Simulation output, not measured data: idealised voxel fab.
Presented below is a process module, voxel wiring stack.
Displayed cross-section: cut, width of 300 nm, square cells sized 5 nm.
Think of the cross-section as a grid of square cells. We describe it in bands, top to bottom, and each band covers one or more rows of those cells.
A band entry consists of two parts. The first gives the height of the band's top and the height of its bottom, in nm. The rest lists the band's materials from left to right, each with its width in nm. A single material labelled with the word "full width" fills the band from edge to edge, and the word "empty" marks empty space.
Height datum 0, below which the as-received substrate wafer is one material. Lowest band open at the bottom, running downward: "0 nm and below".
When a width is written as two numbers, as in "30->40", the first number is the width in the top row of cells of the band and the second is the width in its bottom row, and the width changes by the same amount from each row to the next.
"nothing different" after a step means that no cell of the cross-section changed.
"Enclosed void catalog": sealed empty spaces, 8 cells or more, no open way to top, listed width x height at distance, with distance from the left edge and width, height and distance in nm.
Read whatever lies past the settings on a step's line as the simulator's own remark about the step.
A step's line can hold "overlay nm"; with a mask on that step, the setting says how far right of the planned place the mask lay, while a negative setting says it lay to the left.
These are the steps we planned for the process:
step 1: RECEIVE: material Si
step 2: CONFORMAL_DEP: material SiO2, thk nm 10
step 3: DIRECTIONAL_DEP: material TiN, thk nm 5
step 4: DIRECTIONAL_DEP: material W, thk nm 15
step 5: PATTERN: tone cover, mask id METAL_1, material resist, width nm 30, pitch nm 50, thk nm 20, overlay nm 0
step 6: DIRECTIONAL_ETCH: etch materials W, depth nm 15
step 7: DIRECTIONAL_ETCH: etch materials TiN, depth nm 5
step 8: STRIP: etch materials resist
step 9: FILL_DEP: material lowk, thk nm 10
step 10: CMP: height nm 30
step 11: CONFORMAL_DEP: material SiCN, thk nm 5
step 12: DIRECTIONAL_DEP: material lowk, thk nm 10
step 13: PATTERN: tone open, mask id PLUG_1, material resist, width nm 15, pitch nm 50, thk nm 20, overlay nm 0
step 14: DIRECTIONAL_ETCH: etch materials lowk, depth nm 10
step 15: DIRECTIONAL_ETCH: etch materials SiCN, depth nm 5
step 16: STRIP: etch materials resist
step 17: EPI: material Ru, thk nm 10
step 18: EPI: material Ru, thk nm 5
step 19: CONFORMAL_DEP: material SiCN, thk nm 5
step 20: DIRECTIONAL_DEP: material SiO2, thk nm 15
step 21: DIRECTIONAL_DEP: material aC, thk nm 10
step 22: PATTERN: tone open, mask id METAL_2, material resist, width nm 30, pitch nm 50, thk nm 30, overlay nm 0
step 23: DIRECTIONAL_ETCH: etch materials aC, depth nm 10
step 24: STRIP: etch materials resist
step 25: DIRECTIONAL_ETCH: etch materials SiO2, depth nm 15
step 26: DIRECTIONAL_ETCH: etch materials SiCN, depth nm 5
step 27: STRIP: etch materials aC
step 28: CONFORMAL_DEP: material TiN, thk nm 5
step 29: FILL_DEP: material Ru, thk nm 10
step 30: CMP: height nm 65
step 31: EPI: material Ru, thk nm 5
step 32: FILL_DEP: material SiCN, thk nm 5
The cross-section here shows the wafer as received, i.e. in its state after step 1:
	0 nm and below  Si full width
	Enclosed void catalog: none
Cross-sectional image of the first of two wafers at the end of the module, the run having proceeded as planned:
	75 nm to 70 nm  SiCN full width
	70 nm to 65 nm  SiCN 80  Ru 40  SiCN 10  Ru 40  SiCN 10  Ru 40  SiCN 80
	65 nm to 50 nm  SiO2 85  TiN 5  Ru 20  TiN 5  SiO2 20  TiN 5  Ru 20  TiN 5  SiO2 20  TiN 5  Ru 20  TiN 5  SiO2 85
	50 nm to 45 nm  SiCN 85  TiN 30  SiCN 20  TiN 30  SiCN 20  TiN 30  SiCN 85
	45 nm to 35 nm  lowk 85  Ru 15  lowk 35  Ru 15  lowk 35  Ru 15  lowk 100
	35 nm to 30 nm  SiCN 85  Ru 15  SiCN 35  Ru 15  SiCN 35  Ru 15  SiCN 100
	30 nm to 15 nm  lowk 85  W 30  lowk 20  W 30  lowk 20  W 30  lowk 85
	15 nm to 10 nm  lowk 85  TiN 30  lowk 20  TiN 30  lowk 20  TiN 30  lowk 85
	10 nm to 0 nm  SiO2 full width
	0 nm and below  Si full width
	Enclosed void catalog: none
End of module, second wafer, cross-section. Started like the first, planned like the first, run with one mistake:
	75 nm to 70 nm  SiCN full width
	70 nm to 65 nm  SiCN 85  Ru 40  SiCN 10  Ru 40  SiCN 10  Ru 40  SiCN 75
	65 nm to 50 nm  SiO2 90  TiN 5  Ru 20  TiN 5  SiO2 20  TiN 5  Ru 20  TiN 5  SiO2 20  TiN 5  Ru 20  TiN 5  SiO2 80
	50 nm to 45 nm  SiCN 90  TiN 30  SiCN 20  TiN 30  SiCN 20  TiN 30  SiCN 80
	45 nm to 35 nm  lowk 85  Ru 15  lowk 35  Ru 15  lowk 35  Ru 15  lowk 100
	35 nm to 30 nm  SiCN 85  Ru 15  SiCN 35  Ru 15  SiCN 35  Ru 15  SiCN 100
	30 nm to 15 nm  lowk 85  W 30  lowk 20  W 30  lowk 20  W 30  lowk 85
	15 nm to 10 nm  lowk 85  TiN 30  lowk 20  TiN 30  lowk 20  TiN 30  lowk 85
	10 nm to 0 nm  SiO2 full width
	0 nm and below  Si full width
	Enclosed void catalog: none
Deviation noted in wafer processing: not per plan at step 22, really ran PATTERN: tone open, mask id METAL_2, material resist, width nm 30, pitch nm 50, thk nm 30, overlay nm 5
When the process is done, the second wafer contains the same cell count of every material as the first wafer, but distributed over other locations.
